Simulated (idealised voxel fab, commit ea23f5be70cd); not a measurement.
Documented hereafter: the process module known as voxel self aligned contacts.
In the cross-section labelled cut, the width is 270 nm and each square cell is 5 nm.
Heads up, the way a cross-section reads in here is a grid of square cells, handed over as bands from the top down, with every band being one or more rows of cells.
Heights first: top, then bottom, in nm. Then materials, left to right, each with a width in nm. "throughout" on a single material: fills the band edge to edge. "blank": empty space.
Heights from 0 (as-received wafer is one material below). Bottom band endless downward, as "0 -> down".
The notation "30..40" denotes a width that varies across the rows of cells in the band, beginning at the first number in the top row, finishing at the second number in the bottom row, and changing by an identical amount from each row to the next.
You'll sometimes find "remained the same" written for a step, and that's the way of saying that nowhere in the cross-section did a cell change during that step.
The entry "Sealed-off cavities" lists the empty spaces that cover at least 8 cells and have no open path to the top. Each is written as width x height at distance, where the distance is measured from the left edge and all three values are in nm.
Note: text after step settings on the step line = simulator remark on that step.
overlay nm: where the mask lay relative to plan, measured to the right, on steps with a mask; negatives go left.

# This section lists the process steps that were planned
| 1 | RECEIVE [material Si] |
| 2 | OXIDIZE [depth nm 5] |
| 3 | DIRECTIONAL_DEP [material polySi] [thk nm 25] |
| 4 | DIRECTIONAL_DEP [material SiN] [thk nm 20] |
| 5 | PATTERN [tone cover] [mask id GATE] [material resist] [width nm 25] [pitch nm 70] [thk nm 20] [overlay nm 0] |
| 6 | DIRECTIONAL_ETCH [etch materials SiN] [depth nm 20] |
| 7 | DIRECTIONAL_ETCH [etch materials polySi] [depth nm 25] |
| 8 | STRIP [etch materials resist] |
| 9 | CONFORMAL_DEP [material SiN] [thk nm 10] |
| 10 | DIRECTIONAL_ETCH [etch materials SiN] [depth nm 10] |
| 11 | FILL_DEP [material SiO2] [thk nm 10] |
| 12 | CMP [height nm 50] |
| 13 | PATTERN [tone open] [mask id CONTACT] [material resist] [width nm 55] [pitch nm 70] [thk nm 15] [overlay nm 0] |
| 14 | DIRECTIONAL_ETCH [etch materials SiO2] [depth nm 55] |
| 15 | STRIP [etch materials resist] |
| 16 | CONFORMAL_DEP [material TiN] [thk nm 5] |
| 17 | FILL_DEP [material W] [thk nm 10] |
| 18 | CMP [height nm 50] |
| 19 | CONFORMAL_DEP [material SiN] [thk nm 5] |

# Account of the first of two wafers, which was processed as intended

# Cross-section: wafer on arrival = after step 1
  0 -> down: Si throughout
  Sealed-off cavities: none

# You're looking at a cross-section of the wafer after step 2
  0 -> -5: SiO2 throughout
  Unchanged below -5.

# You're looking at a cross-section of the wafer after step 3
  25 -> 0: polySi throughout
  Unchanged below 0.

# You're looking at a cross-section of the wafer after step 4
  45 -> 25: SiN throughout
  Unchanged below 25.

# You're looking at a cross-section of the wafer after step 5
  65 -> 45: 50 nm blank | 25 nm resist | 45 nm blank | 25 nm resist | 45 nm blank | 25 nm resist | 55 nm blank
  Unchanged below 45.

# You're looking at a cross-section of the wafer after step 6
  65 -> 45: 50 nm blank | 25 nm resist | 45 nm blank | 25 nm resist | 45 nm blank | 25 nm resist | 55 nm blank
  45 -> 25: 50 nm blank | 25 nm SiN | 45 nm blank | 25 nm SiN | 45 nm blank | 25 nm SiN | 55 nm blank
  Unchanged below 25.

# You're looking at a cross-section of the wafer after step 7
  65 -> 45: 50 nm blank | 25 nm resist | 45 nm blank | 25 nm resist | 45 nm blank | 25 nm resist | 55 nm blank
  45 -> 25: 50 nm blank | 25 nm SiN | 45 nm blank | 25 nm SiN | 45 nm blank | 25 nm SiN | 55 nm blank
  25 -> 0: 50 nm blank | 25 nm polySi | 45 nm blank | 25 nm polySi | 45 nm blank | 25 nm polySi | 55 nm blank
  Unchanged below 0.

# You're looking at a cross-section of the wafer after step 8
  45 -> 25: 50 nm blank | 25 nm SiN | 45 nm blank | 25 nm SiN | 45 nm blank | 25 nm SiN | 55 nm blank
  Unchanged below 25.

# You're looking at a cross-section of the wafer after step 9
  55 -> 25: 40 nm blank | 45 nm SiN | 25 nm blank | 45 nm SiN | 25 nm blank | 45 nm SiN | 45 nm blank
  25 -> 10: 40 nm blank | 10 nm SiN | 25 nm polySi | 10 nm SiN | 25 nm blank | 10 nm SiN | 25 nm polySi | 10 nm SiN | 25 nm blank | 10 nm SiN | 25 nm polySi | 10 nm SiN | 45 nm blank
  10 -> 0: 50 nm SiN | 25 nm polySi | 45 nm SiN | 25 nm polySi | 45 nm SiN | 25 nm polySi | 55 nm SiN
  Unchanged below 0.

# You're looking at a cross-section of the wafer after step 10
  45 -> 25: 40 nm blank | 45 nm SiN | 25 nm blank | 45 nm SiN | 25 nm blank | 45 nm SiN | 45 nm blank
  25 -> 0: 40 nm blank | 10 nm SiN | 25 nm polySi | 10 nm SiN | 25 nm blank | 10 nm SiN | 25 nm polySi | 10 nm SiN | 25 nm blank | 10 nm SiN | 25 nm polySi | 10 nm SiN | 45 nm blank
  Unchanged below 0.

# You're looking at a cross-section of the wafer after step 11
  55 -> 45: SiO2 throughout
  45 -> 25: 40 nm SiO2 | 45 nm SiN | 25 nm SiO2 | 45 nm SiN | 25 nm SiO2 | 45 nm SiN | 45 nm SiO2
  25 -> 0: 40 nm SiO2 | 10 nm SiN | 25 nm polySi | 10 nm SiN | 25 nm SiO2 | 10 nm SiN | 25 nm polySi | 10 nm SiN | 25 nm SiO2 | 10 nm SiN | 25 nm polySi | 10 nm SiN | 45 nm SiO2
  Unchanged below 0.

# You're looking at a cross-section of the wafer after step 12
  50 -> 45: SiO2 throughout
  Unchanged below 45.

# You're looking at a cross-section of the wafer after step 13
  65 -> 50: 70 nm resist | 55 nm blank | 15 nm resist | 55 nm blank | 75 nm resist
  Unchanged below 50.

# You're looking at a cross-section of the wafer after step 14
  65 -> 50: 70 nm resist | 55 nm blank | 15 nm resist | 55 nm blank | 75 nm resist
  50 -> 45: 70 nm SiO2 | 55 nm blank | 15 nm SiO2 | 55 nm blank | 75 nm SiO2
  45 -> 25: 40 nm SiO2 | 45 nm SiN | 25 nm blank | 45 nm SiN | 25 nm blank | 45 nm SiN | 45 nm SiO2
  25 -> 0: 40 nm SiO2 | 10 nm SiN | 25 nm polySi | 10 nm SiN | 25 nm blank | 10 nm SiN | 25 nm polySi | 10 nm SiN | 25 nm blank | 10 nm SiN | 25 nm polySi | 10 nm SiN | 45 nm SiO2
  0 -> -5: 85 nm SiO2 | 25 nm blank | 45 nm SiO2 | 25 nm blank | 90 nm SiO2
  Unchanged below -5.

# You're looking at a cross-section of the wafer after step 15
  50 -> 45: 70 nm SiO2 | 55 nm blank | 15 nm SiO2 | 55 nm blank | 75 nm SiO2
  Unchanged below 45.

# You're looking at a cross-section of the wafer after step 16
  55 -> 50: 75 nm TiN | 45 nm blank | 25 nm TiN | 45 nm blank | 80 nm TiN
  50 -> 45: 70 nm SiO2 | 20 nm TiN | 15 nm blank | 20 nm TiN | 15 nm SiO2 | 20 nm TiN | 15 nm blank | 20 nm TiN | 75 nm SiO2
  45 -> 25: 40 nm SiO2 | 45 nm SiN | 5 nm TiN | 15 nm blank | 5 nm TiN | 45 nm SiN | 5 nm TiN | 15 nm blank | 5 nm TiN | 45 nm SiN | 45 nm SiO2
  25 -> 0: 40 nm SiO2 | 10 nm SiN | 25 nm polySi | 10 nm SiN | 5 nm TiN | 15 nm blank | 5 nm TiN | 10 nm SiN | 25 nm polySi | 10 nm SiN | 5 nm TiN | 15 nm blank | 5 nm TiN | 10 nm SiN | 25 nm polySi | 10 nm SiN | 45 nm SiO2
  0 -> -5: 85 nm SiO2 | 25 nm TiN | 45 nm SiO2 | 25 nm TiN | 90 nm SiO2
  Unchanged below -5.

# You're looking at a cross-section of the wafer after step 17
  65 -> 55: W throughout
  55 -> 50: 75 nm TiN | 45 nm W | 25 nm TiN | 45 nm W | 80 nm TiN
  50 -> 45: 70 nm SiO2 | 20 nm TiN | 15 nm W | 20 nm TiN | 15 nm SiO2 | 20 nm TiN | 15 nm W | 20 nm TiN | 75 nm SiO2
  45 -> 25: 40 nm SiO2 | 45 nm SiN | 5 nm TiN | 15 nm W | 5 nm TiN | 45 nm SiN | 5 nm TiN | 15 nm W | 5 nm TiN | 45 nm SiN | 45 nm SiO2
  25 -> 0: 40 nm SiO2 | 10 nm SiN | 25 nm polySi | 10 nm SiN | 5 nm TiN | 15 nm W | 5 nm TiN | 10 nm SiN | 25 nm polySi | 10 nm SiN | 5 nm TiN | 15 nm W | 5 nm TiN | 10 nm SiN | 25 nm polySi | 10 nm SiN | 45 nm SiO2
  Unchanged below 0.

# You're looking at a cross-section of the wafer after step 18
  50 -> 45: 70 nm SiO2 | 20 nm TiN | 15 nm W | 20 nm TiN | 15 nm SiO2 | 20 nm TiN | 15 nm W | 20 nm TiN | 75 nm SiO2
  Unchanged below 45.

# You're looking at a cross-section of the wafer after step 19
  55 -> 50: SiN throughout
  Unchanged below 50.

# second wafer: like start, like plan, one mistake. Through step 2 it matches the first wafer

# The second wafer cut through, at the time step 3 was supposed to be finished
  50 -> 0: polySi throughout
  Unchanged below 0.

# The second wafer cut through, at the time step 4 was supposed to be finished
  70 -> 50: SiN throughout
  Unchanged below 50.

# The second wafer cut through, at the time step 5 was supposed to be finished
  90 -> 70: 50 nm blank | 25 nm resist | 45 nm blank | 25 nm resist | 45 nm blank | 25 nm resist | 55 nm blank
  Unchanged below 70.

# The second wafer cut through, at the time step 6 was supposed to be finished
  90 -> 70: 50 nm blank | 25 nm resist | 45 nm blank | 25 nm resist | 45 nm blank | 25 nm resist | 55 nm blank
  70 -> 50: 50 nm blank | 25 nm SiN | 45 nm blank | 25 nm SiN | 45 nm blank | 25 nm SiN | 55 nm blank
  Unchanged below 50.

# The second wafer cut through, at the time step 7 was supposed to be finished
  90 -> 70: 50 nm blank | 25 nm resist | 45 nm blank | 25 nm resist | 45 nm blank | 25 nm resist | 55 nm blank
  70 -> 50: 50 nm blank | 25 nm SiN | 45 nm blank | 25 nm SiN | 45 nm blank | 25 nm SiN | 55 nm blank
  50 -> 25: 50 nm blank | 25 nm polySi | 45 nm blank | 25 nm polySi | 45 nm blank | 25 nm polySi | 55 nm blank
  Unchanged below 25.

# The second wafer cut through, at the time step 8 was supposed to be finished
  70 -> 50: 50 nm blank | 25 nm SiN | 45 nm blank | 25 nm SiN | 45 nm blank | 25 nm SiN | 55 nm blank
  Unchanged below 50.

# The second wafer cut through, at the time step 9 was supposed to be finished
  80 -> 50: 40 nm blank | 45 nm SiN | 25 nm blank | 45 nm SiN | 25 nm blank | 45 nm SiN | 45 nm blank
  50 -> 35: 40 nm blank | 10 nm SiN | 25 nm polySi | 10 nm SiN | 25 nm blank | 10 nm SiN | 25 nm polySi | 10 nm SiN | 25 nm blank | 10 nm SiN | 25 nm polySi | 10 nm SiN | 45 nm blank
  35 -> 25: 50 nm SiN | 25 nm polySi | 45 nm SiN | 25 nm polySi | 45 nm SiN | 25 nm polySi | 55 nm SiN
  Unchanged below 25.

# The second wafer cut through, at the time step 10 was supposed to be finished
  70 -> 50: 40 nm blank | 45 nm SiN | 25 nm blank | 45 nm SiN | 25 nm blank | 45 nm SiN | 45 nm blank
  50 -> 25: 40 nm blank | 10 nm SiN | 25 nm polySi | 10 nm SiN | 25 nm blank | 10 nm SiN | 25 nm polySi | 10 nm SiN | 25 nm blank | 10 nm SiN | 25 nm polySi | 10 nm SiN | 45 nm blank
  Unchanged below 25.

# The second wafer cut through, at the time step 11 was supposed to be finished
  80 -> 70: SiO2 throughout
  70 -> 50: 40 nm SiO2 | 45 nm SiN | 25 nm SiO2 | 45 nm SiN | 25 nm SiO2 | 45 nm SiN | 45 nm SiO2
  50 -> 25: 40 nm SiO2 | 10 nm SiN | 25 nm polySi | 10 nm SiN | 25 nm SiO2 | 10 nm SiN | 25 nm polySi | 10 nm SiN | 25 nm SiO2 | 10 nm SiN | 25 nm polySi | 10 nm SiN | 45 nm SiO2
  Unchanged below 25.

# The second wafer cut through, at the time step 12 was supposed to be finished
  50 -> 25: 40 nm SiO2 | 10 nm SiN | 25 nm polySi | 10 nm SiN | 25 nm SiO2 | 10 nm SiN | 25 nm polySi | 10 nm SiN | 25 nm SiO2 | 10 nm SiN | 25 nm polySi | 10 nm SiN | 45 nm SiO2
  Unchanged below 25.

# The second wafer cut through, at the time step 13 was supposed to be finished
  65 -> 50: 70 nm resist | 55 nm blank | 15 nm resist | 55 nm blank | 75 nm resist
  Unchanged below 50.

# The second wafer cut through, at the time step 14 was supposed to be finished
  65 -> 50: 70 nm resist | 55 nm blank | 15 nm resist | 55 nm blank | 75 nm resist
  50 -> 25: 40 nm SiO2 | 10 nm SiN | 25 nm polySi | 10 nm SiN | 25 nm blank | 10 nm SiN | 25 nm polySi | 10 nm SiN | 25 nm blank | 10 nm SiN | 25 nm polySi | 10 nm SiN | 45 nm SiO2
  Unchanged below 25.

# The second wafer cut through, at the time step 15 was supposed to be finished
  50 -> 25: 40 nm SiO2 | 10 nm SiN | 25 nm polySi | 10 nm SiN | 25 nm blank | 10 nm SiN | 25 nm polySi | 10 nm SiN | 25 nm blank | 10 nm SiN | 25 nm polySi | 10 nm SiN | 45 nm SiO2
  Unchanged below 25.

# The second wafer cut through, at the time step 16 was supposed to be finished
  55 -> 50: 90 nm TiN | 15 nm blank | 55 nm TiN | 15 nm blank | 95 nm TiN
  50 -> 30: 40 nm SiO2 | 10 nm SiN | 25 nm polySi | 10 nm SiN | 5 nm TiN | 15 nm blank | 5 nm TiN | 10 nm SiN | 25 nm polySi | 10 nm SiN | 5 nm TiN | 15 nm blank | 5 nm TiN | 10 nm SiN | 25 nm polySi | 10 nm SiN | 45 nm SiO2
  30 -> 25: 40 nm SiO2 | 10 nm SiN | 25 nm polySi | 10 nm SiN | 25 nm TiN | 10 nm SiN | 25 nm polySi | 10 nm SiN | 25 nm TiN | 10 nm SiN | 25 nm polySi | 10 nm SiN | 45 nm SiO2
  Unchanged below 25.

# The second wafer cut through, at the time step 17 was supposed to be finished
  65 -> 55: W throughout
  55 -> 50: 90 nm TiN | 15 nm W | 55 nm TiN | 15 nm W | 95 nm TiN
  50 -> 30: 40 nm SiO2 | 10 nm SiN | 25 nm polySi | 10 nm SiN | 5 nm TiN | 15 nm W | 5 nm TiN | 10 nm SiN | 25 nm polySi | 10 nm SiN | 5 nm TiN | 15 nm W | 5 nm TiN | 10 nm SiN | 25 nm polySi | 10 nm SiN | 45 nm SiO2
  Unchanged below 30.

# The second wafer cut through, at the time step 18 was supposed to be finished
  50 -> 30: 40 nm SiO2 | 10 nm SiN | 25 nm polySi | 10 nm SiN | 5 nm TiN | 15 nm W | 5 nm TiN | 10 nm SiN | 25 nm polySi | 10 nm SiN | 5 nm TiN | 15 nm W | 5 nm TiN | 10 nm SiN | 25 nm polySi | 10 nm SiN | 45 nm SiO2
  Unchanged below 30.

# The second wafer cut through, at the time step 19 was supposed to be finished
  55 -> 50: SiN throughout
  Unchanged below 50.
What was done differently from what was planned? step 3 of the plan was executed twice over
Wafer comparison, final, in cells, second relative to first, materials more or fewer: SiN: 108 fewer; SiO2: 90 fewer; TiN: 36 fewer; W: 36 fewer; polySi: 270 more
